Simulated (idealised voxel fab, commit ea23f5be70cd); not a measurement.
process module | voxel capacitor over wiring
cross-section cut | 145 nm wide | cells 5 nm
A cross-section is a grid of square cells, given in bands from the top down. A band is one or more rows of cells.
Each band's line starts with the height of the band's top and of its bottom, in nm. Then come its materials from left to right, each with its width in nm. One material with "throughout" fills the band from edge to edge. "air" is empty space.
Height 0 is the level under which the wafer as received is all one material. The lowest band goes on downwards, as in "0 down".
A width such as "30 to 40" changes by the same amount from each row of cells to the next, from the band's top row to its bottom row.
"no change" after a step means that no cell of the cross-section changed.
closed voids: empty space of 8 cells or more with no open way to the top, each as width x height at its distance from the left edge, in nm
after a step's settings: what the simulator itself notes on the step
overlay nm, on a step with a mask: how far to the right of its planned place the mask lay; to the left if negative
plan
1 op RECEIVE | material Si
2 op CONFORMAL_DEP | material SiO2 | thk nm 15
3 op DIRECTIONAL_DEP | material TiN | thk nm 5
4 op DIRECTIONAL_DEP | material W | thk nm 15
5 op DIRECTIONAL_DEP | material aC | thk nm 10
6 op PATTERN | tone cover | mask id METAL_1 | material resist | width nm 30 | pitch nm 85 | thk nm 30 | overlay nm 0
7 op DIRECTIONAL_ETCH | etch materials aC | depth nm 10
8 op STRIP | etch materials resist
9 op DIRECTIONAL_ETCH | etch materials W | depth nm 15
10 op DIRECTIONAL_ETCH | etch materials TiN | depth nm 5
11 op STRIP | etch materials aC
12 op FILL_DEP | material lowk | thk nm 5
13 op CMP | height nm 35
14 op CONFORMAL_DEP | material SiCN | thk nm 5
15 op DIRECTIONAL_DEP | material lowk | thk nm 20
16 op PATTERN | tone open | mask id PLUG_1 | material resist | width nm 15 | thk nm 15 | overlay nm 0
17 op DIRECTIONAL_ETCH | etch materials lowk | depth nm 20
18 op DIRECTIONAL_ETCH | etch materials SiCN | depth nm 5
19 op STRIP | etch materials resist
20 op EPI | material Ru | thk nm 10
21 op EPI | material Ru | thk nm 10
22 op EPI | material Ru | thk nm 5
23 op DIRECTIONAL_DEP | material TiN | thk nm 5
24 op DIRECTIONAL_DEP | material HfO2 | thk nm 5
25 op DIRECTIONAL_DEP | material TiN | thk nm 10
26 op MASKED_ETCH | tone cover | mask id UPPER_PLATE | width nm 60 | etch materials TiN | depth nm 10 | overlay nm 0
27 op MASKED_ETCH | tone cover | mask id UPPER_PLATE | width nm 60 | etch materials HfO2 | depth nm 5 | overlay nm 0
28 op DIRECTIONAL_DEP | material aC | thk nm 15
29 op PATTERN | tone cover | mask id LOWER_PLATE | material resist | width nm 70 | thk nm 30 | overlay nm 0
30 op DIRECTIONAL_ETCH | etch materials aC | depth nm 15
31 op STRIP | etch materials resist
32 op DIRECTIONAL_ETCH | etch materials TiN | depth nm 5
33 op STRIP | etch materials aC
34 op FILL_DEP | material SiO2 | thk nm 20
35 op CMP | height nm 95
36 op DIRECTIONAL_DEP | material aC | thk nm 15
37 op PATTERN | tone open | mask id PLUG_2 | material resist | width nm 15 | thk nm 30 | overlay nm 0
38 op DIRECTIONAL_ETCH | etch materials aC | depth nm 15
39 op STRIP | etch materials resist
40 op DIRECTIONAL_ETCH | etch materials SiO2 | depth nm 15
41 op STRIP | etch materials aC
42 op CONFORMAL_DEP | material TiN | thk nm 5
43 op FILL_DEP | material Ru | thk nm 5
44 op CMP | height nm 95
45 op CONFORMAL_DEP | material SiCN | thk nm 5
as received, after step 1
  0 down: Si throughout
  closed voids: none
first wafer at the end, as planned
  100 to 95: SiCN throughout
  95 to 85: SiO2 40 | TiN 5 | Ru 5 | TiN 5 | SiO2 90
  85 to 80: SiO2 40 | TiN 15 | SiO2 90
  80 to 70: SiO2 30 | TiN 60 | SiO2 55
  70 to 65: SiO2 30 | HfO2 60 | SiO2 55
  65 to 60: SiO2 25 | TiN 70 | SiO2 50
  60 to 40: lowk 30 | Ru 15 | lowk 100
  40 to 35: SiCN 30 | Ru 15 | SiCN 100
  35 to 20: lowk 15 | W 30 | lowk 55 | W 30 | lowk 15
  20 to 15: lowk 15 | TiN 30 | lowk 55 | TiN 30 | lowk 15
  15 to 0: SiO2 throughout
  0 down: Si throughout
  closed voids: none
second wafer at the end: like start, like plan, one mistake
  100 to 95: SiCN throughout
  95 to 85: SiO2 40 | TiN 5 | Ru 5 | TiN 5 | SiO2 90
  85 to 80: SiO2 40 | TiN 15 | SiO2 90
  80 to 70: SiO2 45 | TiN 45 | SiO2 55
  70 to 65: SiO2 45 | HfO2 45 | SiO2 55
  65 to 60: SiO2 25 | TiN 5 | SiO2 15 | TiN 50 | SiO2 50
  60 to 55: lowk 30 | SiO2 15 | lowk 100
  55 to 45: lowk 30 | TiN 15 | lowk 100
  45 to 40: lowk 30 | HfO2 15 | lowk 100
  40 to 35: SiCN 30 | TiN 15 | SiCN 100
  35 to 30: lowk throughout
  30 to 20: lowk 15 | W 30 | lowk 55 | W 30 | lowk 15
  20 to 15: lowk 15 | TiN 30 | lowk 55 | TiN 30 | lowk 15
  15 to 0: SiO2 throughout
  0 down: Si throughout
  closed voids: none
what went wrong: step 4 ran as: op DIRECTIONAL_DEP | material W | thk nm 10
at the end the second wafer has, in cells: 15 fewer of Ru | 15 more of SiO2 | 12 fewer of W | 12 more of lowk
